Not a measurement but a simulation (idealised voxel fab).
Documented hereafter: the process module known as voxel trench capacitor.
Cross-section cut: width 280 nm, square cells of 5 nm.
This document writes a cross-section as a grid whose cells are square, and gives it as bands, listed from the top down; one or more rows of cells form a band. It is stipulated that each band's entry specify, in nanometres, the height of the top of the band and then that of its bottom, followed by the materials of the band in left-to-right sequence, each together with its width in nanometres. A single material marked by the word "full width" is understood to fill the band from edge to edge; the word "blank" is understood to denote empty space. Where do heights start? At 0: under that level the wafer as delivered is made of one material only. And the lowest band has no floor; it just carries on downward, as in "top 0, no bottom". A width given as "30..40" starts at the first number in the band's top row and ends at the second number in its bottom row, shifting by an equal amount at every step from row to row. "nothing changed", as given for a step, is the statement that not any cell of the cross-section underwent a change during that step. If an empty space has no open way to the top and is at least 8 cells in size, "Closed void roster" lists it, written width x height at distance, where distance is measured from the left edge and every value is in nm. Step line, after settings: the simulator's comment on this step. When a step includes a mask, the "overlay nm" setting on its line states how far to the right of its planned place that mask lay, and negative values state how far to the left.
### The planned process steps are enumerated hereunder
step 1: RECEIVE,material Si
step 2: CONFORMAL_DEP,material SiN,thk nm 10
step 3: MASKED_ETCH,tone open,mask id TRENCH,width nm 20,pitch nm 40,etch materials SiN,depth nm 10,overlay nm 0
step 4: MASKED_ETCH,tone open,mask id TRENCH,width nm 20,pitch nm 40,etch materials Si,depth nm 40,overlay nm 0
step 5: CONFORMAL_DEP,material SiO2,thk nm 5
step 6: FILL_DEP,material polySi,thk nm 10
step 7: CMP,height nm 10
### Wafer as received: cross-section following step 1
> top 0, no bottom = Si full width
> Closed void roster: none
### Here's the wafer cut in cross-section after the module, started and planned just like above, except one thing was done wrong in the run
> top 10, bottom 0 = 90 polySi, then 5 SiO2, then 10 polySi, then 5 SiO2, then 20 polySi, then 5 SiO2, then 10 polySi, then 5 SiO2, then 20 polySi, then 5 SiO2, then 10 polySi, then 5 SiO2, then 90 polySi
> top 0, bottom -25 = 90 Si, then 5 SiO2, then 10 polySi, then 5 SiO2, then 20 Si, then 5 SiO2, then 10 polySi, then 5 SiO2, then 20 Si, then 5 SiO2, then 10 polySi, then 5 SiO2, then 90 Si
> top -25, bottom -30 = 90 Si, then 20 SiO2, then 20 Si, then 20 SiO2, then 20 Si, then 20 SiO2, then 90 Si
> top -30, no bottom = Si full width
> Closed void roster: none
Processing error: step 2 ran as: CONFORMAL_DEP,material polySi,thk nm 10
